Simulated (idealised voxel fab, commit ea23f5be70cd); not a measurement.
process module | voxel ribs on slabs
cross-section cut | 150 nm wide | cells 5 nm
A cross-section is a grid of square cells, given in bands from the top down. A band is one or more rows of cells.
Each band's line starts with the height of the band's top and of its bottom, in nm. Then come its materials from left to right, each with its width in nm. One material with "throughout" fills the band from edge to edge. "air" is empty space.
Height 0 is the level under which the wafer as received is all one material. The lowest band goes on downwards, as in "0 down".
A width such as "30 to 40" changes by the same amount from each row of cells to the next, from the band's top row to its bottom row.
"no change" after a step means that no cell of the cross-section changed.
closed voids: empty space of 8 cells or more with no open way to the top, each as width x height at its distance from the left edge, in nm
after a step's settings: what the simulator itself notes on the step
overlay nm, on a step with a mask: how far to the right of its planned place the mask lay; to the left if negative
plan
1 op RECEIVE | material Si
2 op DIRECTIONAL_DEP | material SiO2 | thk nm 30
3 op DIRECTIONAL_DEP | material polySi | thk nm 20
4 op DIRECTIONAL_DEP | material aC | thk nm 15
5 op PATTERN | tone cover | mask id RIB | material resist | width nm 20 | thk nm 30 | overlay nm 0
6 op DIRECTIONAL_ETCH | etch materials aC | depth nm 15
7 op STRIP | etch materials resist
8 op DIRECTIONAL_ETCH | etch materials polySi | depth nm 15
9 op STRIP | etch materials aC
10 op PATTERN | tone cover | mask id SLAB | material resist | width nm 60 | thk nm 15 | overlay nm 0
11 op DIRECTIONAL_ETCH | etch materials polySi | depth nm 5
12 op STRIP | etch materials resist
13 op FILL_DEP | material SiO2 | thk nm 25
14 op CMP | height nm 65
15 op DIRECTIONAL_DEP | material W | thk nm 5
16 op PATTERN | tone cover | mask id HEATER | material resist | width nm 30 | thk nm 15 | overlay nm 0
17 op DIRECTIONAL_ETCH | etch materials W | depth nm 5
18 op STRIP | etch materials resist
19 op CONFORMAL_DEP | material SiO2 | thk nm 5
first wafer, as planned
as received, after step 1
  0 down: Si throughout
  closed voids: none
after step 2
  30 to 0: SiO2 throughout
  below 0: unchanged
after step 3
  50 to 30: polySi throughout
  below 30: unchanged
after step 4
  65 to 50: aC throughout
  below 50: unchanged
after step 5
  95 to 65: air 65 | resist 20 | air 65
  below 65: unchanged
after step 6
  80 to 65: air 65 | resist 20 | air 65
  65 to 50: air 65 | aC 20 | air 65
  below 50: unchanged
after step 7
  65 to 50: air 65 | aC 20 | air 65
  below 50: unchanged
after step 8
  65 to 50: air 65 | aC 20 | air 65
  50 to 35: air 65 | polySi 20 | air 65
  below 35: unchanged
after step 9
  50 to 35: air 65 | polySi 20 | air 65
  below 35: unchanged
after step 10
  65 to 50: air 45 | resist 60 | air 45
  50 to 35: air 45 | resist 20 | polySi 20 | resist 20 | air 45
  below 35: unchanged
after step 11
  65 to 50: air 45 | resist 60 | air 45
  50 to 35: air 45 | resist 20 | polySi 20 | resist 20 | air 45
  35 to 30: air 45 | polySi 60 | air 45
  below 30: unchanged
after step 12
  50 to 35: air 65 | polySi 20 | air 65
  below 35: unchanged
after step 13
  75 to 50: SiO2 throughout
  50 to 35: SiO2 65 | polySi 20 | SiO2 65
  35 to 30: SiO2 45 | polySi 60 | SiO2 45
  below 30: unchanged
after step 14
  65 to 50: SiO2 throughout
  below 50: unchanged
after step 15
  70 to 65: W throughout
  below 65: unchanged
after step 16
  85 to 70: air 60 | resist 30 | air 60
  below 70: unchanged
after step 17
  85 to 70: air 60 | resist 30 | air 60
  70 to 65: air 60 | W 30 | air 60
  below 65: unchanged
after step 18
  70 to 65: air 60 | W 30 | air 60
  below 65: unchanged
after step 19
  75 to 70: air 55 | SiO2 40 | air 55
  70 to 65: SiO2 60 | W 30 | SiO2 60
  below 65: unchanged
second wafer: like start, like plan, one mistake. Through step 12 it matches the first wafer
when step 13 should have ended
  75 to 50: aC throughout
  50 to 35: aC 65 | polySi 20 | aC 65
  35 to 30: aC 45 | polySi 60 | aC 45
  below 30: unchanged
when step 14 should have ended
  65 to 50: aC throughout
  below 50: unchanged
when step 15 should have ended
  70 to 65: W throughout
  below 65: unchanged
when step 16 should have ended
  85 to 70: air 60 | resist 30 | air 60
  below 70: unchanged
when step 17 should have ended
  85 to 70: air 60 | resist 30 | air 60
  70 to 65: air 60 | W 30 | air 60
  below 65: unchanged
when step 18 should have ended
  70 to 65: air 60 | W 30 | air 60
  below 65: unchanged
when step 19 should have ended
  75 to 70: air 55 | SiO2 40 | air 55
  70 to 65: SiO2 60 | W 30 | SiO2 60
  below 65: unchanged
what went wrong: step 13 ran as: op FILL_DEP | material aC | thk nm 25
at the end the second wafer has, in cells: 186 fewer of SiO2 | 186 more of aC
